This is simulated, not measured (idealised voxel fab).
Process module in this document: voxel transistor to metal
The cross-section shown here is cut; it is 280 nm wide and divided into square cells measuring 5 nm on a side.
Just so we're on the same page, the cross-sections are grids of square cells, and they're listed out in bands top to bottom, each band one or more rows deep.
Band: top height; bottom height; in nm. Then, left to right: material with width in nm, for each material. "edge to edge": a single material spanning edge to edge. "air": empty space.
Heights are measured from 0, the level below which the as-received wafer is all one material; the lowest band has no bottom and continues downward, written as in "0 down".
So if you see something like "30 to 40" for the width, read it as the top row of the band sitting at the first number and the bottom row at the second, with every row in between moving by the same amount as the last.
Step marked "no modification"? Then no cell in the cross-section changed in it.
"Closed void listing" specifies each empty space that is not open to the top and that occupies no fewer than 8 cells, using the form width x height at distance, the distance measured from the left edge and all three quantities in nm.
On each step's line, the part that comes after the settings is the simulator's own comment on the step.
overlay nm: how far to the right of its planned place the mask lay on this masked step (negative: to the left).
This section lists the process steps that were planned:
- 1: RECEIVE, material Si
- 2: OXIDIZE, depth nm 5
- 3: CONFORMAL_DEP, material SiN, thk nm 15
- 4: MASKED_ETCH, tone cover, mask id ACTIVE, width nm 105, pitch nm 135, etch materials SiN, depth nm 15, overlay nm -5
- 5: MASKED_ETCH, tone cover, mask id ACTIVE, width nm 105, pitch nm 135, etch materials SiO2, depth nm 5, overlay nm 0
- 6: MASKED_ETCH, tone cover, mask id ACTIVE, width nm 105, pitch nm 135, etch materials Si, depth nm 20, overlay nm 0
- 7: OXIDIZE, depth nm 5
- 8: FILL_DEP, material SiO2, thk nm 15
- 9: CMP, height nm 15
- 10: SELECTIVE_ETCH, etch materials SiO2, depth nm 15
- 11: STRIP, etch materials SiN
- 12: SELECTIVE_ETCH, etch materials SiO2, depth nm 5
- 13: OXIDIZE, depth nm 5
- 14: DIRECTIONAL_DEP, material polySi, thk nm 20
- 15: DIRECTIONAL_DEP, material SiCN, thk nm 15
- 16: PATTERN, tone cover, mask id GATE, material resist, width nm 25, pitch nm 135, thk nm 15, overlay nm 0
- 17: DIRECTIONAL_ETCH, etch materials SiCN, depth nm 25
- 18: DIRECTIONAL_ETCH, etch materials polySi, depth nm 30
- 19: STRIP, etch materials resist
- 20: CONFORMAL_DEP, material SiO2, thk nm 5
- 21: DIRECTIONAL_ETCH, etch materials SiO2, depth nm 5
- 22: CONFORMAL_DEP, material SiN, thk nm 5
- 23: DIRECTIONAL_ETCH, etch materials SiN, depth nm 5
- 24: DIRECTIONAL_ETCH, etch materials SiO2, depth nm 5
- 25: DIRECTIONAL_ETCH, etch materials Si, depth nm 5
- 26: EPI, material nSi, thk nm 10
- 27: FILL_DEP, material SiO2, thk nm 10
- 28: CMP, height nm 15
- 29: STRIP, etch materials polySi
- 30: SELECTIVE_ETCH, etch materials SiO2, depth nm 5
- 31: CONFORMAL_DEP, material HfO2, thk nm 5
- 32: CONFORMAL_DEP, material TiN, thk nm 5
- 33: FILL_DEP, material W, thk nm 5
- 34: CMP, height nm 10
- 35: DIRECTIONAL_DEP, material SiO2, thk nm 10
- 36: DIRECTIONAL_DEP, material aC, thk nm 10
- 37: PATTERN, tone open, mask id CONTACT, material resist, width nm 20, thk nm 30, overlay nm 0
- 38: DIRECTIONAL_ETCH, etch materials aC, depth nm 10
- 39: STRIP, etch materials resist
- 40: DIRECTIONAL_ETCH, etch materials SiO2, depth nm 25
- 41: STRIP, etch materials aC
- 42: CONFORMAL_DEP, material TiN, thk nm 5
- 43: FILL_DEP, material W, thk nm 10
- 44: CMP, height nm 20
- 45: DIRECTIONAL_DEP, material TiN, thk nm 5
- 46: DIRECTIONAL_DEP, material Ru, thk nm 20
- 47: PATTERN, tone cover, mask id METAL_1, material resist, width nm 20, thk nm 20, overlay nm 0
- 48: DIRECTIONAL_ETCH, etch materials Ru, depth nm 20
- 49: DIRECTIONAL_ETCH, etch materials TiN, depth nm 5
- 50: STRIP, etch materials resist
- 51: CONFORMAL_DEP, material SiCN, thk nm 5
- 52: FILL_DEP, material lowk, thk nm 10
- 53: CMP, height nm 45
- 54: CONFORMAL_DEP, material SiCN, thk nm 5
- 55: DIRECTIONAL_DEP, material lowk, thk nm 30
- 56: PATTERN, tone open, mask id METAL_2, material resist, width nm 20, pitch nm 135, thk nm 15, overlay nm 0
- 57: DIRECTIONAL_ETCH, etch materials lowk, depth nm 20
- 58: STRIP, etch materials resist
- 59: PATTERN, tone open, mask id METAL_2_HOLES, material resist, width nm 15, pitch nm 135, thk nm 15, overlay nm 0
- 60: DIRECTIONAL_ETCH, etch materials lowk, depth nm 10
- 61: DIRECTIONAL_ETCH, etch materials SiCN, depth nm 5
- 62: STRIP, etch materials resist
- 63: CONFORMAL_DEP, material TiN, thk nm 5
- 64: FILL_DEP, material Ru, thk nm 5
- 65: CMP, height nm 80
- 66: CONFORMAL_DEP, material SiN, thk nm 5
What sets these wafers apart? The overlay nm at step 4. They all start alike, and the plan carries the first wafer's value.
So this is the first of several wafers, cross-sectioned as it came to us, meaning it's at the end of step 1:
> 0 down | Si edge to edge
> Closed void listing: none
Quick look at the cross-section of the first of several wafers after step 66, which wraps up the module:
> 85 to 80 | SiN edge to edge
> 80 to 65 | 25 nm lowk, then 5 nm TiN, then 10 nm Ru, then 5 nm TiN, then 115 nm lowk, then 5 nm TiN, then 10 nm Ru, then 5 nm TiN, then 100 nm lowk
> 65 to 60 | 25 nm lowk, then 5 nm TiN, then 5 nm Ru, then 10 nm TiN, then 115 nm lowk, then 5 nm TiN, then 5 nm Ru, then 10 nm TiN, then 100 nm lowk
> 60 to 50 | 25 nm lowk, then 5 nm TiN, then 5 nm Ru, then 5 nm TiN, then 120 nm lowk, then 5 nm TiN, then 5 nm Ru, then 5 nm TiN, then 105 nm lowk
> 50 to 45 | 25 nm SiCN, then 15 nm TiN, then 120 nm SiCN, then 15 nm TiN, then 105 nm SiCN
> 45 to 25 | 20 nm lowk, then 5 nm SiCN, then 20 nm Ru, then 5 nm SiCN, then 45 nm lowk, then 5 nm SiCN, then 20 nm Ru, then 5 nm SiCN, then 30 nm lowk, then 5 nm SiCN, then 20 nm Ru, then 5 nm SiCN, then 45 nm lowk, then 5 nm SiCN, then 20 nm Ru, then 5 nm SiCN, then 20 nm lowk
> 25 to 20 | 25 nm SiCN, then 20 nm TiN, then 55 nm SiCN, then 20 nm TiN, then 40 nm SiCN, then 20 nm TiN, then 55 nm SiCN, then 20 nm TiN, then 25 nm SiCN
> 20 to 10 | 25 nm SiO2, then 5 nm TiN, then 10 nm W, then 5 nm TiN, then 55 nm SiO2, then 5 nm TiN, then 10 nm W, then 5 nm TiN, then 40 nm SiO2, then 5 nm TiN, then 10 nm W, then 5 nm TiN, then 55 nm SiO2, then 5 nm TiN, then 10 nm W, then 5 nm TiN, then 25 nm SiO2
> 10 to 0 | 25 nm SiO2, then 5 nm TiN, then 10 to 5 nm W, then 5 to 10 nm TiN, then 5 nm SiO2, then 5 nm SiN, then 5 nm HfO2, then 5 nm TiN, then 15 nm W, then 5 nm TiN, then 5 nm HfO2, then 5 nm SiN, then 5 nm SiO2, then 5 to 10 nm TiN, then 10 to 5 nm W, then 5 nm TiN, then 40 nm SiO2, then 5 nm TiN, then 10 to 5 nm W, then 5 to 10 nm TiN, then 5 nm SiO2, then 5 nm SiN, then 5 nm HfO2, then 5 nm TiN, then 15 nm W, then 5 nm TiN, then 5 nm HfO2, then 5 nm SiN, then 5 nm SiO2, then 5 to 10 nm TiN, then 10 to 5 nm W, then 5 nm TiN, then 25 nm SiO2
> 0 to -5 | 25 nm SiO2, then 15 nm TiN, then 10 nm nSi, then 5 nm SiN, then 5 nm HfO2, then 25 nm TiN, then 5 nm HfO2, then 5 nm SiN, then 10 nm nSi, then 15 nm TiN, then 40 nm SiO2, then 15 nm TiN, then 10 nm nSi, then 5 nm SiN, then 5 nm HfO2, then 25 nm TiN, then 5 nm HfO2, then 5 nm SiN, then 10 nm nSi, then 15 nm TiN, then 25 nm SiO2
> -5 to -10 | 15 nm SiO2, then 35 nm nSi, then 5 nm SiO2, then 35 nm HfO2, then 5 nm SiO2, then 30 nm nSi, then 25 nm SiO2, then 35 nm nSi, then 5 nm SiO2, then 35 nm HfO2, then 5 nm SiO2, then 30 nm nSi, then 20 nm SiO2
> -10 to -15 | 20 nm SiO2, then 30 nm nSi, then 45 nm Si, then 25 nm nSi, then 35 nm SiO2, then 30 nm nSi, then 45 nm Si, then 25 nm nSi, then 25 nm SiO2
> -15 to -30 | 20 nm SiO2, then 100 nm Si, then 35 nm SiO2, then 100 nm Si, then 25 nm SiO2
> -30 down | Si edge to edge
> Closed void listing: none
Cross-section at module completion, last wafer:
> 85 to 80 | SiN edge to edge
> 80 to 65 | 25 nm lowk, then 5 nm TiN, then 10 nm Ru, then 5 nm TiN, then 115 nm lowk, then 5 nm TiN, then 10 nm Ru, then 5 nm TiN, then 100 nm lowk
> 65 to 60 | 25 nm lowk, then 5 nm TiN, then 5 nm Ru, then 10 nm TiN, then 115 nm lowk, then 5 nm TiN, then 5 nm Ru, then 10 nm TiN, then 100 nm lowk
> 60 to 50 | 25 nm lowk, then 5 nm TiN, then 5 nm Ru, then 5 nm TiN, then 120 nm lowk, then 5 nm TiN, then 5 nm Ru, then 5 nm TiN, then 105 nm lowk
> 50 to 45 | 25 nm SiCN, then 15 nm TiN, then 120 nm SiCN, then 15 nm TiN, then 105 nm SiCN
> 45 to 25 | 20 nm lowk, then 5 nm SiCN, then 20 nm Ru, then 5 nm SiCN, then 45 nm lowk, then 5 nm SiCN, then 20 nm Ru, then 5 nm SiCN, then 30 nm lowk, then 5 nm SiCN, then 20 nm Ru, then 5 nm SiCN, then 45 nm lowk, then 5 nm SiCN, then 20 nm Ru, then 5 nm SiCN, then 20 nm lowk
> 25 to 20 | 25 nm SiCN, then 20 nm TiN, then 55 nm SiCN, then 20 nm TiN, then 40 nm SiCN, then 20 nm TiN, then 55 nm SiCN, then 20 nm TiN, then 25 nm SiCN
> 20 to 10 | 25 nm SiO2, then 5 nm TiN, then 10 nm W, then 5 nm TiN, then 55 nm SiO2, then 5 nm TiN, then 10 nm W, then 5 nm TiN, then 40 nm SiO2, then 5 nm TiN, then 10 nm W, then 5 nm TiN, then 55 nm SiO2, then 5 nm TiN, then 10 nm W, then 5 nm TiN, then 25 nm SiO2
> 10 to 0 | 25 nm SiO2, then 5 nm TiN, then 10 to 5 nm W, then 5 to 10 nm TiN, then 5 nm SiO2, then 5 nm SiN, then 5 nm HfO2, then 5 nm TiN, then 15 nm W, then 5 nm TiN, then 5 nm HfO2, then 5 nm SiN, then 5 nm SiO2, then 5 to 10 nm TiN, then 10 to 5 nm W, then 5 nm TiN, then 40 nm SiO2, then 5 nm TiN, then 10 to 5 nm W, then 5 to 10 nm TiN, then 5 nm SiO2, then 5 nm SiN, then 5 nm HfO2, then 5 nm TiN, then 15 nm W, then 5 nm TiN, then 5 nm HfO2, then 5 nm SiN, then 5 nm SiO2, then 5 to 10 nm TiN, then 10 to 5 nm W, then 5 nm TiN, then 25 nm SiO2
> 0 to -5 | 25 nm SiO2, then 15 nm TiN, then 10 nm nSi, then 5 nm SiN, then 5 nm HfO2, then 25 nm TiN, then 5 nm HfO2, then 5 nm SiN, then 10 nm nSi, then 15 nm TiN, then 40 nm SiO2, then 15 nm TiN, then 10 nm nSi, then 5 nm SiN, then 5 nm HfO2, then 25 nm TiN, then 5 nm HfO2, then 5 nm SiN, then 10 nm nSi, then 15 nm TiN, then 25 nm SiO2
> -5 to -10 | 20 nm SiO2, then 30 nm nSi, then 5 nm SiO2, then 35 nm HfO2, then 5 nm SiO2, then 35 nm nSi, then 25 nm SiO2, then 30 nm nSi, then 5 nm SiO2, then 35 nm HfO2, then 5 nm SiO2, then 35 nm nSi, then 15 nm SiO2
> -10 to -15 | 25 nm SiO2, then 25 nm nSi, then 45 nm Si, then 30 nm nSi, then 35 nm SiO2, then 25 nm nSi, then 45 nm Si, then 30 nm nSi, then 20 nm SiO2
> -15 to -30 | 25 nm SiO2, then 100 nm Si, then 35 nm SiO2, then 100 nm Si, then 20 nm SiO2
> -30 down | Si edge to edge
> Closed void listing: none
Table: wafers, a row each; end-of-module cell change per material since receipt, gain (+), loss (-); then closed voids:
overlay nm -5; +26 HfO2; +82 Ru; -198 Si; +122 SiCN; +68 SiN; +222 SiO2; +114 TiN; +40 W; +420 lowk; +56 nSi; Closed void listing: none
overlay nm 0; +26 HfO2; +82 Ru; -204 Si; +122 SiCN; +68 SiN; +232 SiO2; +114 TiN; +40 W; +420 lowk; +52 nSi; Closed void listing: none
overlay nm 5; +26 HfO2; +82 Ru; -198 Si; +122 SiCN; +68 SiN; +222 SiO2; +114 TiN; +40 W; +420 lowk; +56 nSi; Closed void listing: none
